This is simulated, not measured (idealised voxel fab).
The following is a process module called voxel tone inversion.
Section shown: cut. Width: 300 nm. Cell size: 5 nm, square.
Bands, listed from the top down, are how a cross-section gets written in this document; the cross-section itself is a grid of square cells, and a band is one or more rows of them.
What a band's entry tells you: where the top is and where the bottom is, as heights in nm, and after that what lies inside, material by material from left to right, each with its width in nm. Empty space is written as the word "air", and a single material marked with the word "throughout" occupies the band from edge to edge.
Height datum 0, below which the as-received substrate wafer is one material. Lowest band open at the bottom, running downward: "top 0, no bottom".
Width "30 to 40": first value at the band's top row of cells, second value at its bottom row, equal change from row to row.
Step note "stayed the same" = no cross-section cell changed.
Enclosed voids (no open way to top), threshold 8 cells or more, entry "Closed void inventory", notation width x height at distance, distance from left edge, nm.
On a step's line, text after the settings is the simulator commenting on that step.
Steps that use a mask can have "overlay nm" on their line. It says how far the mask sat to the right of where it was meant to be. Negative means to the left.
## The following list gives the planned process steps
1) RECEIVE: material Si
2) CONFORMAL_DEP: material SiCN, thk nm 10
3) DIRECTIONAL_DEP: material polySi, thk nm 20
4) PATTERN: tone cover, mask id POSTS, material resist, width nm 15, pitch nm 55, thk nm 30, overlay nm 0
5) DIRECTIONAL_ETCH: etch materials polySi, depth nm 20
6) STRIP: etch materials resist
7) FILL_DEP: material SiO2, thk nm 10
8) CMP: height nm 30
9) STRIP: etch materials polySi
10) CONFORMAL_DEP: material TiN, thk nm 5
11) FILL_DEP: material Cu, thk nm 10
12) CMP: height nm 30
13) CONFORMAL_DEP: material SiN, thk nm 5
Heads up: all these wafers start the same, and what changes between them is the width nm in step 4. The value you see in the plan is just what the first wafer got.
## The as-received cross-section of the first of several wafers corresponds to the state after step 1
* top 0, no bottom = Si throughout
* Closed void inventory: none
## Heads up, this table goes wafer by wafer. A row tells you, at the end of the module, how many cells of each material that wafer has put on (+) or dropped (-) since it was received, and then its closed voids
width nm 15 | +12 Cu | +120 SiCN | +60 SiN | +192 SiO2 | +36 TiN | Closed void inventory: none
width nm 20 | +24 Cu | +120 SiCN | +60 SiN | +176 SiO2 | +40 TiN | Closed void inventory: none
width nm 25 | +36 Cu | +120 SiCN | +60 SiN | +160 SiO2 | +44 TiN | Closed void inventory: none
width nm 30 | +48 Cu | +120 SiCN | +60 SiN | +144 SiO2 | +48 TiN | Closed void inventory: none
width nm 35 | +60 Cu | +120 SiCN | +60 SiN | +128 SiO2 | +52 TiN | Closed void inventory: none
width nm 40 | +72 Cu | +120 SiCN | +60 SiN | +112 SiO2 | +56 TiN | Closed void inventory: none
